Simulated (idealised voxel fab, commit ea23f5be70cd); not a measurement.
Title: Process Module voxel self aligned contacts
Square cells of 5 nm make up the cross-section cut, whose width is 190 nm.
This document writes a cross-section as a grid whose cells are square, and gives it as bands, listed from the top down; one or more rows of cells form a band.
Heights first: top, then bottom, in nm. Then materials, left to right, each with a width in nm. "edge to edge" on a single material: fills the band edge to edge. "empty": empty space.
Heights are reckoned from 0. Under this level, the received wafer is all of one material. The bottommost band is open-ended downward, for example "0 down".
Graded width ("30..40"): value in top row of band = first number; value in bottom row = second number; row-to-row change constant.
"changes: none" -> step changed no cross-section cell.
"Closed cavities" lists enclosed empty spaces (at least 8 cells, no open path upward to the top), each as width x height at distance from the left edge, in nm.
What comes after the settings on a step's line is commentary from the simulator itself on that step.
"overlay nm" denotes, for a step that has a mask, the displacement of the mask to the right of its planned place, with negative values corresponding to the left.
## Intended process steps
1 RECEIVE, material Si
2 CONFORMAL_DEP, material SiO2, thk nm 5
3 DIRECTIONAL_DEP, material polySi, thk nm 20
4 DIRECTIONAL_DEP, material SiN, thk nm 20
5 DIRECTIONAL_DEP, material aC, thk nm 15
6 PATTERN, tone cover, mask id GATE, material resist, width nm 25, pitch nm 65, thk nm 35, overlay nm 0
7 DIRECTIONAL_ETCH, etch materials aC, depth nm 15
8 STRIP, etch materials resist
9 DIRECTIONAL_ETCH, etch materials SiN, depth nm 20
10 DIRECTIONAL_ETCH, etch materials polySi, depth nm 20
11 STRIP, etch materials aC
12 CONFORMAL_DEP, material SiN, thk nm 10
13 DIRECTIONAL_ETCH, etch materials SiN, depth nm 10
14 FILL_DEP, material SiO2, thk nm 20
15 CMP, height nm 55
16 PATTERN, tone open, mask id CONTACT, material resist, width nm 50, pitch nm 65, thk nm 20, overlay nm 0
17 DIRECTIONAL_ETCH, etch materials SiO2, depth nm 55
18 STRIP, etch materials resist
19 CONFORMAL_DEP, material TiN, thk nm 5
20 FILL_DEP, material Ru, thk nm 5
21 CMP, height nm 55
22 CONFORMAL_DEP, material SiCN, thk nm 5
## First wafer of two (run as planned)
## Incoming wafer in cross-section (state: after step 1)
- 0 down  Si edge to edge
- Closed cavities: none
## The wafer in cross-section once step 2 is complete
- 5 to 0  SiO2 edge to edge
- Under 0: no change, same as before.
## The wafer in cross-section once step 3 is complete
- 25 to 5  polySi edge to edge
- Under 5: no change, same as before.
## The wafer in cross-section once step 4 is complete
- 45 to 25  SiN edge to edge
- Under 25: no change, same as before.
## The wafer in cross-section once step 5 is complete
- 60 to 45  aC edge to edge
- Under 45: no change, same as before.
## The wafer in cross-section once step 6 is complete
- 95 to 60  empty (15); resist (25); empty (40); resist (25); empty (40); resist (25); empty (20)
- Under 60: no change, same as before.
## The wafer in cross-section once step 7 is complete
- 80 to 60  empty (15); resist (25); empty (40); resist (25); empty (40); resist (25); empty (20)
- 60 to 45  empty (15); aC (25); empty (40); aC (25); empty (40); aC (25); empty (20)
- Under 45: no change, same as before.
## The wafer in cross-section once step 8 is complete
- 60 to 45  empty (15); aC (25); empty (40); aC (25); empty (40); aC (25); empty (20)
- Under 45: no change, same as before.
## The wafer in cross-section once step 9 is complete
- 60 to 45  empty (15); aC (25); empty (40); aC (25); empty (40); aC (25); empty (20)
- 45 to 25  empty (15); SiN (25); empty (40); SiN (25); empty (40); SiN (25); empty (20)
- Under 25: no change, same as before.
## The wafer in cross-section once step 10 is complete
- 60 to 45  empty (15); aC (25); empty (40); aC (25); empty (40); aC (25); empty (20)
- 45 to 25  empty (15); SiN (25); empty (40); SiN (25); empty (40); SiN (25); empty (20)
- 25 to 5  empty (15); polySi (25); empty (40); polySi (25); empty (40); polySi (25); empty (20)
- Under 5: no change, same as before.
## The wafer in cross-section once step 11 is complete
- 45 to 25  empty (15); SiN (25); empty (40); SiN (25); empty (40); SiN (25); empty (20)
- Under 25: no change, same as before.
## The wafer in cross-section once step 12 is complete
- 55 to 25  empty (5); SiN (45); empty (20); SiN (45); empty (20); SiN (45); empty (10)
- 25 to 15  empty (5); SiN (10); polySi (25); SiN (10); empty (20); SiN (10); polySi (25); SiN (10); empty (20); SiN (10); polySi (25); SiN (10); empty (10)
- 15 to 5  SiN (15); polySi (25); SiN (40); polySi (25); SiN (40); polySi (25); SiN (20)
- Under 5: no change, same as before.
## The wafer in cross-section once step 13 is complete
- 45 to 25  empty (5); SiN (45); empty (20); SiN (45); empty (20); SiN (45); empty (10)
- 25 to 5  empty (5); SiN (10); polySi (25); SiN (10); empty (20); SiN (10); polySi (25); SiN (10); empty (20); SiN (10); polySi (25); SiN (10); empty (10)
- Under 5: no change, same as before.
## The wafer in cross-section once step 14 is complete
- 65 to 45  SiO2 edge to edge
- 45 to 25  SiO2 (5); SiN (45); SiO2 (20); SiN (45); SiO2 (20); SiN (45); SiO2 (10)
- 25 to 5  SiO2 (5); SiN (10); polySi (25); SiN (10); SiO2 (20); SiN (10); polySi (25); SiN (10); SiO2 (20); SiN (10); polySi (25); SiN (10); SiO2 (10)
- Under 5: no change, same as before.
## The wafer in cross-section once step 15 is complete
- 55 to 45  SiO2 edge to edge
- Under 45: no change, same as before.
## The wafer in cross-section once step 16 is complete
- 75 to 55  resist (35); empty (50); resist (15); empty (50); resist (40)
- Under 55: no change, same as before.
## The wafer in cross-section once step 17 is complete
- 75 to 55  resist (35); empty (50); resist (15); empty (50); resist (40)
- 55 to 45  SiO2 (35); empty (50); SiO2 (15); empty (50); SiO2 (40)
- 45 to 25  SiO2 (5); SiN (45); empty (20); SiN (45); empty (20); SiN (45); SiO2 (10)
- 25 to 5  SiO2 (5); SiN (10); polySi (25); SiN (10); empty (20); SiN (10); polySi (25); SiN (10); empty (20); SiN (10); polySi (25); SiN (10); SiO2 (10)
- 5 to 0  SiO2 (50); empty (20); SiO2 (45); empty (20); SiO2 (55)
- Under 0: no change, same as before.
## The wafer in cross-section once step 18 is complete
- 55 to 45  SiO2 (35); empty (50); SiO2 (15); empty (50); SiO2 (40)
- Under 45: no change, same as before.
## The wafer in cross-section once step 19 is complete
- 60 to 55  TiN (40); empty (40); TiN (25); empty (40); TiN (45)
- 55 to 45  SiO2 (35); TiN (5..20); empty (40..10); TiN (5..20); SiO2 (15); TiN (5..20); empty (40..10); TiN (5..20); SiO2 (40)
- 45 to 25  SiO2 (5); SiN (45); TiN (5); empty (10); TiN (5); SiN (45); TiN (5); empty (10); TiN (5); SiN (45); SiO2 (10)
- 25 to 5  SiO2 (5); SiN (10); polySi (25); SiN (10); TiN (5); empty (10); TiN (5); SiN (10); polySi (25); SiN (10); TiN (5); empty (10); TiN (5); SiN (10); polySi (25); SiN (10); SiO2 (10)
- 5 to 0  SiO2 (50); TiN (20); SiO2 (45); TiN (20); SiO2 (55)
- Under 0: no change, same as before.
## The wafer in cross-section once step 20 is complete
- 65 to 60  Ru edge to edge
- 60 to 55  TiN (40); Ru (40); TiN (25); Ru (40); TiN (45)
- 55 to 45  SiO2 (35); TiN (5..20); Ru (40..10); TiN (5..20); SiO2 (15); TiN (5..20); Ru (40..10); TiN (5..20); SiO2 (40)
- 45 to 25  SiO2 (5); SiN (45); TiN (5); Ru (10); TiN (5); SiN (45); TiN (5); Ru (10); TiN (5); SiN (45); SiO2 (10)
- 25 to 5  SiO2 (5); SiN (10); polySi (25); SiN (10); TiN (5); Ru (10); TiN (5); SiN (10); polySi (25); SiN (10); TiN (5); Ru (10); TiN (5); SiN (10); polySi (25); SiN (10); SiO2 (10)
- Under 5: no change, same as before.
## The wafer in cross-section once step 21 is complete
- 55 to 45  SiO2 (35); TiN (5..20); Ru (40..10); TiN (5..20); SiO2 (15); TiN (5..20); Ru (40..10); TiN (5..20); SiO2 (40)
- Under 45: no change, same as before.
## The wafer in cross-section once step 22 is complete
- 60 to 55  SiCN edge to edge
- Under 55: no change, same as before.
## It is to be noted that the second wafer proceeded from the same initial state and according to the same plan as the first, although one mistake was committed in its execution; through step 3, inclusive, the two wafers share an identical history
## Cross-section of the second wafer at the time by which step 4 should have been completed according to the plan
- 45 to 25  SiCN edge to edge
- Under 25: no change, same as before.
## Cross-section of the second wafer at the time by which step 5 should have been completed according to the plan
- 60 to 45  aC edge to edge
- Under 45: no change, same as before.
## Cross-section of the second wafer at the time by which step 6 should have been completed according to the plan
- 95 to 60  empty (15); resist (25); empty (40); resist (25); empty (40); resist (25); empty (20)
- Under 60: no change, same as before.
## Cross-section of the second wafer at the time by which step 7 should have been completed according to the plan
- 80 to 60  empty (15); resist (25); empty (40); resist (25); empty (40); resist (25); empty (20)
- 60 to 45  empty (15); aC (25); empty (40); aC (25); empty (40); aC (25); empty (20)
- Under 45: no change, same as before.
## Cross-section of the second wafer at the time by which step 8 should have been completed according to the plan
- 60 to 45  empty (15); aC (25); empty (40); aC (25); empty (40); aC (25); empty (20)
- Under 45: no change, same as before.
Cross-section of the second wafer at the time by which step 9 should have been completed according to the plan: changes: none
Cross-section of the second wafer at the time by which step 10 should have been completed according to the plan: changes: none
## Cross-section of the second wafer at the time by which step 11 should have been completed according to the plan
- 45 to 25  SiCN edge to edge
- Under 25: no change, same as before.
## Cross-section of the second wafer at the time by which step 12 should have been completed according to the plan
- 55 to 45  SiN edge to edge
- Under 45: no change, same as before.
## Cross-section of the second wafer at the time by which step 13 should have been completed according to the plan
- 45 to 25  SiCN edge to edge
- Under 25: no change, same as before.
## Cross-section of the second wafer at the time by which step 14 should have been completed according to the plan
- 65 to 45  SiO2 edge to edge
- Under 45: no change, same as before.
## Cross-section of the second wafer at the time by which step 15 should have been completed according to the plan
- 55 to 45  SiO2 edge to edge
- Under 45: no change, same as before.
## Cross-section of the second wafer at the time by which step 16 should have been completed according to the plan
- 75 to 55  resist (35); empty (50); resist (15); empty (50); resist (40)
- Under 55: no change, same as before.
## Cross-section of the second wafer at the time by which step 17 should have been completed according to the plan
- 75 to 55  resist (35); empty (50); resist (15); empty (50); resist (40)
- 55 to 45  SiO2 (35); empty (50); SiO2 (15); empty (50); SiO2 (40)
- Under 45: no change, same as before.
## Cross-section of the second wafer at the time by which step 18 should have been completed according to the plan
- 55 to 45  SiO2 (35); empty (50); SiO2 (15); empty (50); SiO2 (40)
- Under 45: no change, same as before.
## Cross-section of the second wafer at the time by which step 19 should have been completed according to the plan
- 60 to 55  TiN (40); empty (40); TiN (25); empty (40); TiN (45)
- 55 to 50  SiO2 (35); TiN (5); empty (40); TiN (5); SiO2 (15); TiN (5); empty (40); TiN (5); SiO2 (40)
- 50 to 45  SiO2 (35); TiN (50); SiO2 (15); TiN (50); SiO2 (40)
- Under 45: no change, same as before.
## Cross-section of the second wafer at the time by which step 20 should have been completed according to the plan
- 65 to 60  Ru edge to edge
- 60 to 55  TiN (40); Ru (40); TiN (25); Ru (40); TiN (45)
- 55 to 50  SiO2 (35); TiN (5); Ru (40); TiN (5); SiO2 (15); TiN (5); Ru (40); TiN (5); SiO2 (40)
- Under 50: no change, same as before.
## Cross-section of the second wafer at the time by which step 21 should have been completed according to the plan
- 55 to 50  SiO2 (35); TiN (5); Ru (40); TiN (5); SiO2 (15); TiN (5); Ru (40); TiN (5); SiO2 (40)
- Under 50: no change, same as before.
## Cross-section of the second wafer at the time by which step 22 should have been completed according to the plan
- 60 to 55  SiCN edge to edge
- Under 55: no change, same as before.
So what did we get wrong on this run? heads up, step 4 didn't go per plan, it actually ran as DIRECTIONAL_DEP, material SiCN, thk nm 20
In the final state, the cell counts of the second wafer exceed or fall short of those of the first for the following materials: 36 fewer of Ru; 152 more of SiCN; 156 fewer of SiN; 16 fewer of SiO2; 36 fewer of TiN; 92 more of polySi
